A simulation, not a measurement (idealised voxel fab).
A process module follows: voxel wiring stack.
Square cell edge 5 nm, section width 195 nm, ID cut.
In what follows, cross-sections appear as grids of square cells, described through bands that run from the top down, where every band is one or more rows of cells.
The band entry comprises the height of the band's top followed by the height of its bottom, expressed in nm, and subsequently the band's materials from left to right, each stated together with its width in nm. Where a single material is marked with the word "everywhere", that material fills the band from edge to edge. The word "empty" represents empty space.
Height datum 0, below which the as-received substrate wafer is one material. Lowest band open at the bottom, running downward: "z 0 and below".
Width "30 to 40": first value at the band's top row of cells, second value at its bottom row, equal change from row to row.
Reading "nothing was modified" for a step: not a cell of the cross-section changed in it.
Enclosed voids (no open way to top), threshold 8 cells or more, entry "Sealed-off cavities", notation width x height at distance, distance from left edge, nm.
It should be noted that, on the line of a given step, the content following the step's settings is a remark produced by the simulator itself with respect to that step.
On any step carrying a mask, the "overlay nm" setting, if present on the step's line, tells how far right of its planned place the mask lay; negative values point to the left.

Planned step list for the process
- 1: RECEIVE | material Si
- 2: CONFORMAL_DEP | material SiO2 | thk nm 15
- 3: DIRECTIONAL_DEP | material TiN | thk nm 5
- 4: DIRECTIONAL_DEP | material Ru | thk nm 20
- 5: PATTERN | tone cover | mask id METAL_1 | material resist | width nm 20 | pitch nm 45 | thk nm 20 | overlay nm 0
- 6: DIRECTIONAL_ETCH | etch materials Ru | depth nm 20
- 7: DIRECTIONAL_ETCH | etch materials TiN | depth nm 5
- 8: STRIP | etch materials resist
- 9: FILL_DEP | material lowk | thk nm 10
- 10: CMP | height nm 40
- 11: CONFORMAL_DEP | material SiCN | thk nm 5
- 12: DIRECTIONAL_DEP | material lowk | thk nm 15
- 13: DIRECTIONAL_DEP | material aC | thk nm 15
- 14: PATTERN | tone open | mask id PLUG_1 | material resist | width nm 15 | pitch nm 45 | thk nm 35 | overlay nm 0
- 15: DIRECTIONAL_ETCH | etch materials aC | depth nm 15
- 16: STRIP | etch materials resist
- 17: DIRECTIONAL_ETCH | etch materials lowk | depth nm 15
- 18: DIRECTIONAL_ETCH | etch materials SiCN | depth nm 5
- 19: STRIP | etch materials aC
- 20: EPI | material Ru | thk nm 10
- 21: EPI | material Ru | thk nm 10
- 22: CONFORMAL_DEP | material SiN | thk nm 5
- 23: DIRECTIONAL_DEP | material SiO2 | thk nm 15
- 24: DIRECTIONAL_DEP | material aC | thk nm 10
- 25: PATTERN | tone open | mask id METAL_2 | material resist | width nm 20 | pitch nm 45 | thk nm 30 | overlay nm 0
- 26: DIRECTIONAL_ETCH | etch materials aC | depth nm 10
- 27: STRIP | etch materials resist
- 28: DIRECTIONAL_ETCH | etch materials SiO2 | depth nm 15
- 29: DIRECTIONAL_ETCH | etch materials SiN | depth nm 5
- 30: STRIP | etch materials aC
- 31: CONFORMAL_DEP | material TiN | thk nm 5
- 32: FILL_DEP | material Cu | thk nm 10
- 33: CMP | height nm 80
- 34: CONFORMAL_DEP | material SiCN | thk nm 5
- 35: DIRECTIONAL_DEP | material lowk | thk nm 30
- 36: DIRECTIONAL_DEP | material aC | thk nm 15
- 37: PATTERN | tone open | mask id METAL_3 | material resist | width nm 20 | pitch nm 45 | thk nm 35 | overlay nm 0
- 38: DIRECTIONAL_ETCH | etch materials aC | depth nm 15
- 39: STRIP | etch materials resist
- 40: DIRECTIONAL_ETCH | etch materials lowk | depth nm 15
- 41: STRIP | etch materials aC
- 42: MASKED_ETCH | tone open | mask id METAL_3_HOLES | width nm 15 | pitch nm 45 | etch materials lowk | depth nm 15 | overlay nm 0
- 43: MASKED_ETCH | tone open | mask id METAL_3_HOLES | width nm 15 | pitch nm 45 | etch materials SiCN | depth nm 5 | overlay nm 0
- 44: CONFORMAL_DEP | material TiN | thk nm 5
- 45: FILL_DEP | material Cu | thk nm 5
- 46: CMP | height nm 115
- 47: CONFORMAL_DEP | material SiCN | thk nm 5
- 48: DIRECTIONAL_DEP | material lowk | thk nm 10
- 49: MASKED_ETCH | tone open | mask id PLUG_3 | width nm 15 | pitch nm 45 | etch materials lowk | depth nm 10 | overlay nm 0
- 50: MASKED_ETCH | tone open | mask id PLUG_3 | width nm 15 | pitch nm 45 | etch materials SiCN | depth nm 5 | overlay nm 0
- 51: CONFORMAL_DEP | material TiN | thk nm 5
- 52: FILL_DEP | material Cu | thk nm 5
- 53: CMP | height nm 130
- 54: CONFORMAL_DEP | material SiCN | thk nm 5
- 55: DIRECTIONAL_DEP | material SiO2 | thk nm 25
- 56: DIRECTIONAL_DEP | material aC | thk nm 10
- 57: PATTERN | tone open | mask id METAL_4 | material resist | width nm 20 | pitch nm 45 | thk nm 25 | overlay nm 0
- 58: DIRECTIONAL_ETCH | etch materials aC | depth nm 10
- 59: STRIP | etch materials resist
- 60: DIRECTIONAL_ETCH | etch materials SiO2 | depth nm 25
- 61: DIRECTIONAL_ETCH | etch materials SiCN | depth nm 5
- 62: STRIP | etch materials aC
- 63: CONFORMAL_DEP | material TiN | thk nm 5
- 64: FILL_DEP | material Cu | thk nm 5
- 65: CMP | height nm 160
- 66: CONFORMAL_DEP | material SiCN | thk nm 5

Cross-section, incoming material, after step 1
* z 0 and below: Si everywhere
* Sealed-off cavities: none

End state of the module in cross-section, given the above starting point and plan and one mistake in execution
* z 165 to 160: SiCN everywhere
* z 160 to 135: 40 nm SiO2 | 5 nm TiN | 10 nm Cu | 5 nm TiN | 25 nm SiO2 | 5 nm TiN | 10 nm Cu | 5 nm TiN | 25 nm SiO2 | 5 nm TiN | 10 nm Cu | 5 nm TiN | 45 nm SiO2
* z 135 to 130: 40 nm SiCN | 20 nm TiN | 25 nm SiCN | 20 nm TiN | 25 nm SiCN | 20 nm TiN | 45 nm SiCN
* z 130 to 120: 40 nm lowk | 5 nm TiN | 5 nm Cu | 5 nm TiN | 30 nm lowk | 5 nm TiN | 5 nm Cu | 5 nm TiN | 30 nm lowk | 5 nm TiN | 5 nm Cu | 5 nm TiN | 50 nm lowk
* z 120 to 115: 40 nm SiCN | 15 nm TiN | 30 nm SiCN | 15 nm TiN | 30 nm SiCN | 15 nm TiN | 50 nm SiCN
* z 115 to 105: 40 nm lowk | 5 nm TiN | 10 nm Cu | 5 nm TiN | 25 nm lowk | 5 nm TiN | 10 nm Cu | 5 nm TiN | 25 nm lowk | 5 nm TiN | 10 nm Cu | 5 nm TiN | 45 nm lowk
* z 105 to 100: 40 nm lowk | 5 nm TiN | 5 nm Cu | 10 nm TiN | 25 nm lowk | 5 nm TiN | 5 nm Cu | 10 nm TiN | 25 nm lowk | 5 nm TiN | 5 nm Cu | 10 nm TiN | 45 nm lowk
* z 100 to 85: 40 nm lowk | 5 nm TiN | 5 nm Cu | 5 nm TiN | 30 nm lowk | 5 nm TiN | 5 nm Cu | 5 nm TiN | 30 nm lowk | 5 nm TiN | 5 nm Cu | 5 nm TiN | 50 nm lowk
* z 85 to 80: 40 nm SiCN | 15 nm TiN | 30 nm SiCN | 15 nm TiN | 30 nm SiCN | 15 nm TiN | 50 nm SiCN
* z 80 to 65: 40 nm SiO2 | 5 nm TiN | 10 nm Cu | 5 nm TiN | 25 nm SiO2 | 5 nm TiN | 10 nm Cu | 5 nm TiN | 25 nm SiO2 | 5 nm TiN | 10 nm Cu | 5 nm TiN | 45 nm SiO2
* z 65 to 60: 40 nm SiN | 20 nm TiN | 25 nm SiN | 20 nm TiN | 25 nm SiN | 20 nm TiN | 45 nm SiN
* z 60 to 45: 40 nm lowk | 15 nm Ru | 30 nm lowk | 15 nm Ru | 30 nm lowk | 15 nm Ru | 50 nm lowk
* z 45 to 40: 40 nm SiCN | 15 nm Ru | 30 nm SiCN | 15 nm Ru | 30 nm SiCN | 15 nm Ru | 50 nm SiCN
* z 40 to 20: 40 nm lowk | 25 nm Ru | 20 nm lowk | 25 nm Ru | 20 nm lowk | 25 nm Ru | 40 nm lowk
* z 20 to 15: 40 nm lowk | 25 nm TiN | 20 nm lowk | 25 nm TiN | 20 nm lowk | 25 nm TiN | 40 nm lowk
* z 15 to 0: SiO2 everywhere
* z 0 and below: Si everywhere
* Sealed-off cavities: none
Deviation from plan: step 5 ran differently from the plan; actual operation with settings: PATTERN | tone cover | mask id METAL_1 | material resist | width nm 25 | pitch nm 45 | thk nm 20 | overlay nm 0
